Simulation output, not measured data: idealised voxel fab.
Process module heading - voxel wiring stack
FYI the section here is cut, 245 nm wide, cells are 5 nm squares.
In this document a cross-section is written as a grid of square cells. It is given as a series of bands, listed from the top down, and a band is one or more rows of cells. The entry gives the band's vertical extent as a top height and a bottom height in nm, then its horizontal make-up as materials from left to right, each with a width in nm. "air" stands for empty space; a single material marked "full width" fills the band edge to edge. A quick word on heights: they are counted from 0, and under that level the wafer as it came to us is one material throughout. The lowest band is different from the rest in having no bottom; it simply continues downward, written as in "0 nm and below". Quick explanation for "30->40": the width changes in equal steps down the rows of cells, from the first number in the band's top row to the second number in its bottom row. Reading "nothing got changed" for a step: not a cell of the cross-section changed in it. The entry "Sealed cavities" lists the empty spaces that cover at least 8 cells and have no open path to the top. Each is written as width x height at distance, where the distance is measured from the left edge and all three values are in nm. What comes after the settings on a step's line is commentary from the simulator itself on that step. overlay nm, on a step with a mask: how far to the right of its planned place the mask lay; to the left if negative.
[Here's what the planned process steps look like]
1: RECEIVE, material Si
2: CONFORMAL_DEP, material SiO2, thk nm 10
3: DIRECTIONAL_DEP, material TiN, thk nm 5
4: DIRECTIONAL_DEP, material Ru, thk nm 20
5: PATTERN, tone cover, mask id METAL_1, material resist, width nm 20, pitch nm 35, thk nm 15, overlay nm 0
6: DIRECTIONAL_ETCH, etch materials Ru, depth nm 20
7: DIRECTIONAL_ETCH, etch materials TiN, depth nm 5
8: STRIP, etch materials resist
9: CONFORMAL_DEP, material SiN, thk nm 5
10: FILL_DEP, material SiO2, thk nm 5
11: CMP, height nm 35
12: CONFORMAL_DEP, material SiCN, thk nm 5
13: DIRECTIONAL_DEP, material SiO2, thk nm 20
14: DIRECTIONAL_DEP, material aC, thk nm 15
15: PATTERN, tone open, mask id PLUG_1, material resist, width nm 15, pitch nm 70, thk nm 30, overlay nm 0
16: DIRECTIONAL_ETCH, etch materials aC, depth nm 15
17: STRIP, etch materials resist
18: DIRECTIONAL_ETCH, etch materials SiO2, depth nm 20
19: DIRECTIONAL_ETCH, etch materials SiCN, depth nm 5
20: STRIP, etch materials aC
21: EPI, material Ru, thk nm 10
22: EPI, material Ru, thk nm 10
23: EPI, material Ru, thk nm 5
24: DIRECTIONAL_DEP, material TiN, thk nm 5
25: DIRECTIONAL_DEP, material Ru, thk nm 20
26: MASKED_ETCH, tone cover, mask id METAL_2, width nm 20, pitch nm 35, etch materials Ru, depth nm 20, overlay nm 0
27: MASKED_ETCH, tone cover, mask id METAL_2, width nm 20, pitch nm 35, etch materials TiN, depth nm 5, overlay nm 0
28: FILL_DEP, material SiO2, thk nm 10
29: CMP, height nm 85
30: CONFORMAL_DEP, material SiCN, thk nm 5
31: DIRECTIONAL_DEP, material SiO2, thk nm 15
32: MASKED_ETCH, tone open, mask id PLUG_2, width nm 15, pitch nm 35, etch materials SiO2, depth nm 15, overlay nm 0
33: MASKED_ETCH, tone open, mask id PLUG_2, width nm 15, pitch nm 35, etch materials SiCN, depth nm 5, overlay nm 0
34: CONFORMAL_DEP, material TiN, thk nm 5
35: FILL_DEP, material W, thk nm 5
36: CMP, height nm 105
37: DIRECTIONAL_DEP, material TiN, thk nm 5
38: DIRECTIONAL_DEP, material W, thk nm 25
39: PATTERN, tone cover, mask id METAL_3, material resist, width nm 20, pitch nm 35, thk nm 20, overlay nm 0
40: DIRECTIONAL_ETCH, etch materials W, depth nm 25
41: DIRECTIONAL_ETCH, etch materials TiN, depth nm 5
42: STRIP, etch materials resist
43: FILL_DEP, material SiO2, thk nm 5
44: CMP, height nm 135
45: CONFORMAL_DEP, material SiN, thk nm 5
[first wafer, as planned]
[Cross-section of the wafer upon arrival, representing the state reached after step 1]
- 0 nm and below: Si full width
- Sealed cavities: none
[You're looking at a cross-section of the wafer after step 2]
- 10 nm to 0 nm: SiO2 full width
- Everything below 0 is unchanged.
[You're looking at a cross-section of the wafer after step 3]
- 15 nm to 10 nm: TiN full width
- Everything below 10 is unchanged.
[You're looking at a cross-section of the wafer after step 4]
- 35 nm to 15 nm: Ru full width
- Everything below 15 is unchanged.
[You're looking at a cross-section of the wafer after step 5]
- 50 nm to 35 nm: air=60  resist=20  air=15  resist=20  air=15  resist=20  air=15  resist=20  air=60
- Everything below 35 is unchanged.
[You're looking at a cross-section of the wafer after step 6]
- 50 nm to 35 nm: air=60  resist=20  air=15  resist=20  air=15  resist=20  air=15  resist=20  air=60
- 35 nm to 15 nm: air=60  Ru=20  air=15  Ru=20  air=15  Ru=20  air=15  Ru=20  air=60
- Everything below 15 is unchanged.
[You're looking at a cross-section of the wafer after step 7]
- 50 nm to 35 nm: air=60  resist=20  air=15  resist=20  air=15  resist=20  air=15  resist=20  air=60
- 35 nm to 15 nm: air=60  Ru=20  air=15  Ru=20  air=15  Ru=20  air=15  Ru=20  air=60
- 15 nm to 10 nm: air=60  TiN=20  air=15  TiN=20  air=15  TiN=20  air=15  TiN=20  air=60
- Everything below 10 is unchanged.
[You're looking at a cross-section of the wafer after step 8]
- 35 nm to 15 nm: air=60  Ru=20  air=15  Ru=20  air=15  Ru=20  air=15  Ru=20  air=60
- Everything below 15 is unchanged.
[You're looking at a cross-section of the wafer after step 9]
- 40 nm to 35 nm: air=55  SiN=30  air=5  SiN=30  air=5  SiN=30  air=5  SiN=30  air=55
- 35 nm to 15 nm: air=55  SiN=5  Ru=20  SiN=5  air=5  SiN=5  Ru=20  SiN=5  air=5  SiN=5  Ru=20  SiN=5  air=5  SiN=5  Ru=20  SiN=5  air=55
- 15 nm to 10 nm: SiN=60  TiN=20  SiN=15  TiN=20  SiN=15  TiN=20  SiN=15  TiN=20  SiN=60
- Everything below 10 is unchanged.
[You're looking at a cross-section of the wafer after step 10]
- 45 nm to 40 nm: SiO2 full width
- 40 nm to 35 nm: SiO2=55  SiN=30  SiO2=5  SiN=30  SiO2=5  SiN=30  SiO2=5  SiN=30  SiO2=55
- 35 nm to 15 nm: SiO2=55  SiN=5  Ru=20  SiN=5  SiO2=5  SiN=5  Ru=20  SiN=5  SiO2=5  SiN=5  Ru=20  SiN=5  SiO2=5  SiN=5  Ru=20  SiN=5  SiO2=55
- Everything below 15 is unchanged.
[You're looking at a cross-section of the wafer after step 11]
- 35 nm to 15 nm: SiO2=55  SiN=5  Ru=20  SiN=5  SiO2=5  SiN=5  Ru=20  SiN=5  SiO2=5  SiN=5  Ru=20  SiN=5  SiO2=5  SiN=5  Ru=20  SiN=5  SiO2=55
- Everything below 15 is unchanged.
[You're looking at a cross-section of the wafer after step 12]
- 40 nm to 35 nm: SiCN full width
- Everything below 35 is unchanged.
[You're looking at a cross-section of the wafer after step 13]
- 60 nm to 40 nm: SiO2 full width
- Everything below 40 is unchanged.
[You're looking at a cross-section of the wafer after step 14]
- 75 nm to 60 nm: aC full width
- Everything below 60 is unchanged.
[You're looking at a cross-section of the wafer after step 15]
- 105 nm to 75 nm: resist=60  air=15  resist=55  air=15  resist=100
- Everything below 75 is unchanged.
[You're looking at a cross-section of the wafer after step 16]
- 90 nm to 75 nm: resist=60  air=15  resist=55  air=15  resist=100
- 75 nm to 60 nm: aC=60  air=15  aC=55  air=15  aC=100
- Everything below 60 is unchanged.
[You're looking at a cross-section of the wafer after step 17]
- 75 nm to 60 nm: aC=60  air=15  aC=55  air=15  aC=100
- Everything below 60 is unchanged.
[You're looking at a cross-section of the wafer after step 18]
- 75 nm to 60 nm: aC=60  air=15  aC=55  air=15  aC=100
- 60 nm to 40 nm: SiO2=60  air=15  SiO2=55  air=15  SiO2=100
- Everything below 40 is unchanged.
[You're looking at a cross-section of the wafer after step 19]
- 75 nm to 60 nm: aC=60  air=15  aC=55  air=15  aC=100
- 60 nm to 40 nm: SiO2=60  air=15  SiO2=55  air=15  SiO2=100
- 40 nm to 35 nm: SiCN=60  air=15  SiCN=55  air=15  SiCN=100
- Everything below 35 is unchanged.
[You're looking at a cross-section of the wafer after step 20]
- 60 nm to 40 nm: SiO2=60  air=15  SiO2=55  air=15  SiO2=100
- Everything below 40 is unchanged.
[You're looking at a cross-section of the wafer after step 21]
- 60 nm to 45 nm: SiO2=60  air=15  SiO2=55  air=15  SiO2=100
- 45 nm to 40 nm: SiO2=60  Ru=15  SiO2=55  Ru=15  SiO2=100
- 40 nm to 35 nm: SiCN=60  Ru=15  SiCN=55  Ru=15  SiCN=100
- Everything below 35 is unchanged.
[You're looking at a cross-section of the wafer after step 22]
- 60 nm to 55 nm: SiO2=60  air=15  SiO2=55  air=15  SiO2=100
- 55 nm to 40 nm: SiO2=60  Ru=15  SiO2=55  Ru=15  SiO2=100
- Everything below 40 is unchanged.
[You're looking at a cross-section of the wafer after step 23]
- 60 nm to 40 nm: SiO2=60  Ru=15  SiO2=55  Ru=15  SiO2=100
- Everything below 40 is unchanged.
[You're looking at a cross-section of the wafer after step 24]
- 65 nm to 60 nm: TiN full width
- Everything below 60 is unchanged.
[You're looking at a cross-section of the wafer after step 25]
- 85 nm to 65 nm: Ru full width
- Everything below 65 is unchanged.
[You're looking at a cross-section of the wafer after step 26]
- 85 nm to 65 nm: air=60  Ru=20  air=15  Ru=20  air=15  Ru=20  air=15  Ru=20  air=60
- Everything below 65 is unchanged.
[You're looking at a cross-section of the wafer after step 27]
- 85 nm to 65 nm: air=60  Ru=20  air=15  Ru=20  air=15  Ru=20  air=15  Ru=20  air=60
- 65 nm to 60 nm: air=60  TiN=20  air=15  TiN=20  air=15  TiN=20  air=15  TiN=20  air=60
- Everything below 60 is unchanged.
[You're looking at a cross-section of the wafer after step 28]
- 95 nm to 85 nm: SiO2 full width
- 85 nm to 65 nm: SiO2=60  Ru=20  SiO2=15  Ru=20  SiO2=15  Ru=20  SiO2=15  Ru=20  SiO2=60
- 65 nm to 60 nm: SiO2=60  TiN=20  SiO2=15  TiN=20  SiO2=15  TiN=20  SiO2=15  TiN=20  SiO2=60
- Everything below 60 is unchanged.
[You're looking at a cross-section of the wafer after step 29]
- 85 nm to 65 nm: SiO2=60  Ru=20  SiO2=15  Ru=20  SiO2=15  Ru=20  SiO2=15  Ru=20  SiO2=60
- Everything below 65 is unchanged.
[You're looking at a cross-section of the wafer after step 30]
- 90 nm to 85 nm: SiCN full width
- Everything below 85 is unchanged.
[You're looking at a cross-section of the wafer after step 31]
- 105 nm to 90 nm: SiO2 full width
- Everything below 90 is unchanged.
[You're looking at a cross-section of the wafer after step 32]
- 105 nm to 90 nm: SiO2=60  air=15  SiO2=20  air=15  SiO2=20  air=15  SiO2=20  air=15  SiO2=65
- Everything below 90 is unchanged.
[You're looking at a cross-section of the wafer after step 33]
- 105 nm to 90 nm: SiO2=60  air=15  SiO2=20  air=15  SiO2=20  air=15  SiO2=20  air=15  SiO2=65
- 90 nm to 85 nm: SiCN=60  air=15  SiCN=20  air=15  SiCN=20  air=15  SiCN=20  air=15  SiCN=65
- Everything below 85 is unchanged.
[You're looking at a cross-section of the wafer after step 34]
- 110 nm to 105 nm: TiN=65  air=5  TiN=30  air=5  TiN=30  air=5  TiN=30  air=5  TiN=70
- 105 nm to 90 nm: SiO2=60  TiN=5  air=5  TiN=5  SiO2=20  TiN=5  air=5  TiN=5  SiO2=20  TiN=5  air=5  TiN=5  SiO2=20  TiN=5  air=5  TiN=5  SiO2=65
- 90 nm to 85 nm: SiCN=60  TiN=15  SiCN=20  TiN=15  SiCN=20  TiN=15  SiCN=20  TiN=15  SiCN=65
- Everything below 85 is unchanged.
[You're looking at a cross-section of the wafer after step 35]
- 115 nm to 110 nm: W full width
- 110 nm to 105 nm: TiN=65  W=5  TiN=30  W=5  TiN=30  W=5  TiN=30  W=5  TiN=70
- 105 nm to 90 nm: SiO2=60  TiN=5  W=5  TiN=5  SiO2=20  TiN=5  W=5  TiN=5  SiO2=20  TiN=5  W=5  TiN=5  SiO2=20  TiN=5  W=5  TiN=5  SiO2=65
- Everything below 90 is unchanged.
[You're looking at a cross-section of the wafer after step 36]
- 105 nm to 90 nm: SiO2=60  TiN=5  W=5  TiN=5  SiO2=20  TiN=5  W=5  TiN=5  SiO2=20  TiN=5  W=5  TiN=5  SiO2=20  TiN=5  W=5  TiN=5  SiO2=65
- Everything below 90 is unchanged.
[You're looking at a cross-section of the wafer after step 37]
- 110 nm to 105 nm: TiN full width
- Everything below 105 is unchanged.
[You're looking at a cross-section of the wafer after step 38]
- 135 nm to 110 nm: W full width
- Everything below 110 is unchanged.
[You're looking at a cross-section of the wafer after step 39]
- 155 nm to 135 nm: air=60  resist=20  air=15  resist=20  air=15  resist=20  air=15  resist=20  air=60
- Everything below 135 is unchanged.
[You're looking at a cross-section of the wafer after step 40]
- 155 nm to 135 nm: air=60  resist=20  air=15  resist=20  air=15  resist=20  air=15  resist=20  air=60
- 135 nm to 110 nm: air=60  W=20  air=15  W=20  air=15  W=20  air=15  W=20  air=60
- Everything below 110 is unchanged.
[You're looking at a cross-section of the wafer after step 41]
- 155 nm to 135 nm: air=60  resist=20  air=15  resist=20  air=15  resist=20  air=15  resist=20  air=60
- 135 nm to 110 nm: air=60  W=20  air=15  W=20  air=15  W=20  air=15  W=20  air=60
- 110 nm to 105 nm: air=60  TiN=20  air=15  TiN=20  air=15  TiN=20  air=15  TiN=20  air=60
- Everything below 105 is unchanged.
[You're looking at a cross-section of the wafer after step 42]
- 135 nm to 110 nm: air=60  W=20  air=15  W=20  air=15  W=20  air=15  W=20  air=60
- Everything below 110 is unchanged.
[You're looking at a cross-section of the wafer after step 43]
- 140 nm to 135 nm: SiO2 full width
- 135 nm to 110 nm: SiO2=60  W=20  SiO2=15  W=20  SiO2=15  W=20  SiO2=15  W=20  SiO2=60
- 110 nm to 105 nm: SiO2=60  TiN=20  SiO2=15  TiN=20  SiO2=15  TiN=20  SiO2=15  TiN=20  SiO2=60
- Everything below 105 is unchanged.
[You're looking at a cross-section of the wafer after step 44]
- 135 nm to 110 nm: SiO2=60  W=20  SiO2=15  W=20  SiO2=15  W=20  SiO2=15  W=20  SiO2=60
- Everything below 110 is unchanged.
[You're looking at a cross-section of the wafer after step 45]
- 140 nm to 135 nm: SiN full width
- Everything below 135 is unchanged.
[Second wafer. Start and plan as for the first. One mistake made in running. Agrees with the first up to and including step 26]
[Cross-sectional view of the second wafer at the intended end time of process step 27]
- 85 nm to 65 nm: air=60  Ru=20  air=15  Ru=20  air=15  Ru=20  air=15  Ru=20  air=60
- 65 nm to 60 nm: air=55  TiN=25  air=10  TiN=25  air=10  TiN=25  air=10  TiN=25  air=60
- Everything below 60 is unchanged.
[Cross-sectional view of the second wafer at the intended end time of process step 28]
- 95 nm to 85 nm: SiO2 full width
- 85 nm to 65 nm: SiO2=60  Ru=20  SiO2=15  Ru=20  SiO2=15  Ru=20  SiO2=15  Ru=20  SiO2=60
- 65 nm to 60 nm: SiO2=55  TiN=25  SiO2=10  TiN=25  SiO2=10  TiN=25  SiO2=10  TiN=25  SiO2=60
- Everything below 60 is unchanged.
[Cross-sectional view of the second wafer at the intended end time of process step 29]
- 85 nm to 65 nm: SiO2=60  Ru=20  SiO2=15  Ru=20  SiO2=15  Ru=20  SiO2=15  Ru=20  SiO2=60
- Everything below 65 is unchanged.
[Cross-sectional view of the second wafer at the intended end time of process step 30]
- 90 nm to 85 nm: SiCN full width
- Everything below 85 is unchanged.
[Cross-sectional view of the second wafer at the intended end time of process step 31]
- 105 nm to 90 nm: SiO2 full width
- Everything below 90 is unchanged.
[Cross-sectional view of the second wafer at the intended end time of process step 32]
- 105 nm to 90 nm: SiO2=60  air=15  SiO2=20  air=15  SiO2=20  air=15  SiO2=20  air=15  SiO2=65
- Everything below 90 is unchanged.
[Cross-sectional view of the second wafer at the intended end time of process step 33]
- 105 nm to 90 nm: SiO2=60  air=15  SiO2=20  air=15  SiO2=20  air=15  SiO2=20  air=15  SiO2=65
- 90 nm to 85 nm: SiCN=60  air=15  SiCN=20  air=15  SiCN=20  air=15  SiCN=20  air=15  SiCN=65
- Everything below 85 is unchanged.
[Cross-sectional view of the second wafer at the intended end time of process step 34]
- 110 nm to 105 nm: TiN=65  air=5  TiN=30  air=5  TiN=30  air=5  TiN=30  air=5  TiN=70
- 105 nm to 90 nm: SiO2=60  TiN=5  air=5  TiN=5  SiO2=20  TiN=5  air=5  TiN=5  SiO2=20  TiN=5  air=5  TiN=5  SiO2=20  TiN=5  air=5  TiN=5  SiO2=65
- 90 nm to 85 nm: SiCN=60  TiN=15  SiCN=20  TiN=15  SiCN=20  TiN=15  SiCN=20  TiN=15  SiCN=65
- Everything below 85 is unchanged.
[Cross-sectional view of the second wafer at the intended end time of process step 35]
- 115 nm to 110 nm: W full width
- 110 nm to 105 nm: TiN=65  W=5  TiN=30  W=5  TiN=30  W=5  TiN=30  W=5  TiN=70
- 105 nm to 90 nm: SiO2=60  TiN=5  W=5  TiN=5  SiO2=20  TiN=5  W=5  TiN=5  SiO2=20  TiN=5  W=5  TiN=5  SiO2=20  TiN=5  W=5  TiN=5  SiO2=65
- Everything below 90 is unchanged.
[Cross-sectional view of the second wafer at the intended end time of process step 36]
- 105 nm to 90 nm: SiO2=60  TiN=5  W=5  TiN=5  SiO2=20  TiN=5  W=5  TiN=5  SiO2=20  TiN=5  W=5  TiN=5  SiO2=20  TiN=5  W=5  TiN=5  SiO2=65
- Everything below 90 is unchanged.
[Cross-sectional view of the second wafer at the intended end time of process step 37]
- 110 nm to 105 nm: TiN full width
- Everything below 105 is unchanged.
[Cross-sectional view of the second wafer at the intended end time of process step 38]
- 135 nm to 110 nm: W full width
- Everything below 110 is unchanged.
[Cross-sectional view of the second wafer at the intended end time of process step 39]
- 155 nm to 135 nm: air=60  resist=20  air=15  resist=20  air=15  resist=20  air=15  resist=20  air=60
- Everything below 135 is unchanged.
[Cross-sectional view of the second wafer at the intended end time of process step 40]
- 155 nm to 135 nm: air=60  resist=20  air=15  resist=20  air=15  resist=20  air=15  resist=20  air=60
- 135 nm to 110 nm: air=60  W=20  air=15  W=20  air=15  W=20  air=15  W=20  air=60
- Everything below 110 is unchanged.
[Cross-sectional view of the second wafer at the intended end time of process step 41]
- 155 nm to 135 nm: air=60  resist=20  air=15  resist=20  air=15  resist=20  air=15  resist=20  air=60
- 135 nm to 110 nm: air=60  W=20  air=15  W=20  air=15  W=20  air=15  W=20  air=60
- 110 nm to 105 nm: air=60  TiN=20  air=15  TiN=20  air=15  TiN=20  air=15  TiN=20  air=60
- Everything below 105 is unchanged.
[Cross-sectional view of the second wafer at the intended end time of process step 42]
- 135 nm to 110 nm: air=60  W=20  air=15  W=20  air=15  W=20  air=15  W=20  air=60
- Everything below 110 is unchanged.
[Cross-sectional view of the second wafer at the intended end time of process step 43]
- 140 nm to 135 nm: SiO2 full width
- 135 nm to 110 nm: SiO2=60  W=20  SiO2=15  W=20  SiO2=15  W=20  SiO2=15  W=20  SiO2=60
- 110 nm to 105 nm: SiO2=60  TiN=20  SiO2=15  TiN=20  SiO2=15  TiN=20  SiO2=15  TiN=20  SiO2=60
- Everything below 105 is unchanged.
[Cross-sectional view of the second wafer at the intended end time of process step 44]
- 135 nm to 110 nm: SiO2=60  W=20  SiO2=15  W=20  SiO2=15  W=20  SiO2=15  W=20  SiO2=60
- Everything below 110 is unchanged.
[Cross-sectional view of the second wafer at the intended end time of process step 45]
- 140 nm to 135 nm: SiN full width
- Everything below 135 is unchanged.
Want to know what went wrong? so step 27 ended up running with a different setting than we planned, it ran as MASKED_ETCH, tone cover, mask id METAL_2, width nm 20, pitch nm 35, etch materials TiN, depth nm 5, overlay nm -5
The final cell counts differ between the wafers, with the second having more or fewer of some materials than the first: SiO2: 4 fewer, TiN: 4 more
